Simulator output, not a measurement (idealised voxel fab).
Process module name: voxel ribs on slabs
Section shown: cut. Width: 270 nm. Cell size: 5 nm, square.
Cross-sections here: square-cell grids, written as top-down lists of bands, a band being one or more rows of cells.
Band entry format. Leading values: height of top, height of bottom, nm. Remainder: materials in left-to-right order, each with its width in nm. Special words: "all across" on a single material, which then fills the band edge to edge; "air", empty space.
Height reference: 0 = level under which incoming wafer is all one material. Lowest band: no bottom, runs on downward, e.g. "0..down".
A two-number width, for instance "30->40", indicates that the width is equal to the first number in the top row of the band and to the second number in the bottom row, and that it changes by a constant amount per row of cells.
"remained unchanged" (step): cross-section cells unchanged, all of them.
In the "Voids, enclosed" entry, you get each enclosed empty space of 8 cells or more, one with no open way to the top, written width x height at distance, distance from the left edge, in nm.
Text after the settings on a step's line: the simulator's own remark on that step.
overlay nm: mask offset rightward from planned place, masked step; negative means leftward offset.
## This section lists the process steps that were planned
- 1: RECEIVE | material Si
- 2: DIRECTIONAL_DEP | material SiO2 | thk nm 30
- 3: DIRECTIONAL_DEP | material SiN | thk nm 20
- 4: MASKED_ETCH | tone cover | mask id RIB | width nm 20 | etch materials SiN | depth nm 15 | overlay nm 0
- 5: MASKED_ETCH | tone cover | mask id SLAB | width nm 50 | etch materials SiN | depth nm 5 | overlay nm 0
- 6: FILL_DEP | material SiO2 | thk nm 20
- 7: CMP | height nm 65
- 8: DIRECTIONAL_DEP | material TiN | thk nm 5
- 9: DIRECTIONAL_DEP | material aC | thk nm 15
- 10: PATTERN | tone cover | mask id HEATER | material resist | width nm 30 | thk nm 35 | overlay nm 0
- 11: DIRECTIONAL_ETCH | etch materials aC | depth nm 15
- 12: STRIP | etch materials resist
- 13: DIRECTIONAL_ETCH | etch materials TiN | depth nm 5
- 14: STRIP | etch materials aC
- 15: CONFORMAL_DEP | material SiO2 | thk nm 5
## Cross-section of the wafer upon arrival, representing the state reached after step 1
- 0..down = Si all across
- Voids, enclosed: none
## First wafer of two, sectioned at end of module; run went per plan
- 75..70 = air: 115; SiO2: 40; air: 115
- 70..65 = SiO2: 120; TiN: 30; SiO2: 120
- 65..50 = SiO2 all across
- 50..35 = SiO2: 125; SiN: 20; SiO2: 125
- 35..30 = SiO2: 110; SiN: 50; SiO2: 110
- 30..0 = SiO2 all across
- 0..down = Si all across
- Voids, enclosed: none
## Second wafer of the two, sectioned at the end of the module. It began like the first and followed the same plan, but one mistake was made while running it
- 75..70 = air: 115; aC: 40; air: 115
- 70..65 = aC: 120; TiN: 30; aC: 120
- 65..50 = SiO2 all across
- 50..35 = SiO2: 125; SiN: 20; SiO2: 125
- 35..30 = SiO2: 110; SiN: 50; SiO2: 110
- 30..0 = SiO2 all across
- 0..down = Si all across
- Voids, enclosed: none
What was done differently from what was planned? step 15 was run on a setting that differed from the plan, and what really ran there is CONFORMAL_DEP | material aC | thk nm 5
Final tally in cells, some materials are higher or lower on the second wafer than on the first: -56 SiO2 | +56 aC
